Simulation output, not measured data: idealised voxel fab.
The following is a process module called voxel self aligned vias.
Cross-sectional view cut (width: 175 nm; square cell size: 5 nm).
Just so we're on the same page, the cross-sections are grids of square cells, and they're listed out in bands top to bottom, each band one or more rows deep.
Heights first: top, then bottom, in nm. Then materials, left to right, each with a width in nm. "all across" on a single material: fills the band edge to edge. "empty": empty space.
Beneath 0, the wafer as received is one material, and that level is where height counting begins. The lowest band goes on downward without a bottom; it is written like "0 nm and below".
The width entry "30 to 40" should be interpreted row by row: the top row of cells in the band takes the first number, the bottom row takes the second number, and the change between adjacent rows is uniform throughout.
Step note "no modification" = no cross-section cell changed.
"Enclosed void list" - sealed voids, min. 8 cells, no opening to top; format: width x height at distance (distance from left edge; nm throughout).
Step line, after settings: the simulator's comment on this step.
You can add "overlay nm" to a step's line. For a step with a mask, it describes how far the mask lay to the right of its planned position, and a negative number describes a lay to the left.

Process steps (planned)
1) op RECEIVE | material Si
2) op CONFORMAL_DEP | material SiO2 | thk nm 10
3) op CONFORMAL_DEP | material SiCN | thk nm 5
4) op DIRECTIONAL_DEP | material SiO2 | thk nm 25
5) op MASKED_ETCH | tone open | mask id LINES | width nm 25 | pitch nm 65 | etch materials SiO2 | depth nm 25 | overlay nm 0
6) op CONFORMAL_DEP | material TiN | thk nm 5
7) op FILL_DEP | material Ru | thk nm 5
8) op CMP | height nm 40
9) op SELECTIVE_ETCH | etch materials W Ru TiN | depth nm 5
10) op FILL_DEP | material SiN | thk nm 5
11) op CMP | height nm 30
12) op DIRECTIONAL_DEP | material SiO2 | thk nm 20
13) op DIRECTIONAL_DEP | material aC | thk nm 15
14) op PATTERN | tone open | mask id VIAS | material resist | width nm 35 | thk nm 35 | overlay nm 0
15) op DIRECTIONAL_ETCH | etch materials aC | depth nm 15
16) op STRIP | etch materials resist
17) op DIRECTIONAL_ETCH | etch materials SiO2 | depth nm 20
18) op DIRECTIONAL_ETCH | etch materials SiN | depth nm 5
19) op STRIP | etch materials aC
20) op CONFORMAL_DEP | material TiN | thk nm 5
21) op FILL_DEP | material Cu | thk nm 5
22) op CMP | height nm 60
23) op CONFORMAL_DEP | material SiCN | thk nm 5
For clarity, it should be stated that the wafers under discussion commence in an identical condition and differ with respect to the height nm of step 11, the plan indicating the value that the first wafer had.

The first of several wafers as received, shown in cross-section; this is its state after step 1
	0 nm and below  Si all across
	Enclosed void list: none

Per wafer (row), end of module: delta in cells per material since receipt, (+) for gained, (-) for lost; closed voids after that
height nm 30; +55 Cu; +12 Ru; +70 SiCN; +257 SiO2; +61 TiN; Enclosed void list: none
height nm 35; +20 Cu; +18 Ru; +70 SiCN; +282 SiO2; +65 TiN; Enclosed void list: none
height nm 40; +18 Cu; +18 Ru; +70 SiCN; +5 SiN; +307 SiO2; +37 TiN; Enclosed void list: none
height nm 45; +15 Cu; +18 Ru; +70 SiCN; +38 SiN; +279 SiO2; +35 TiN; Enclosed void list: none
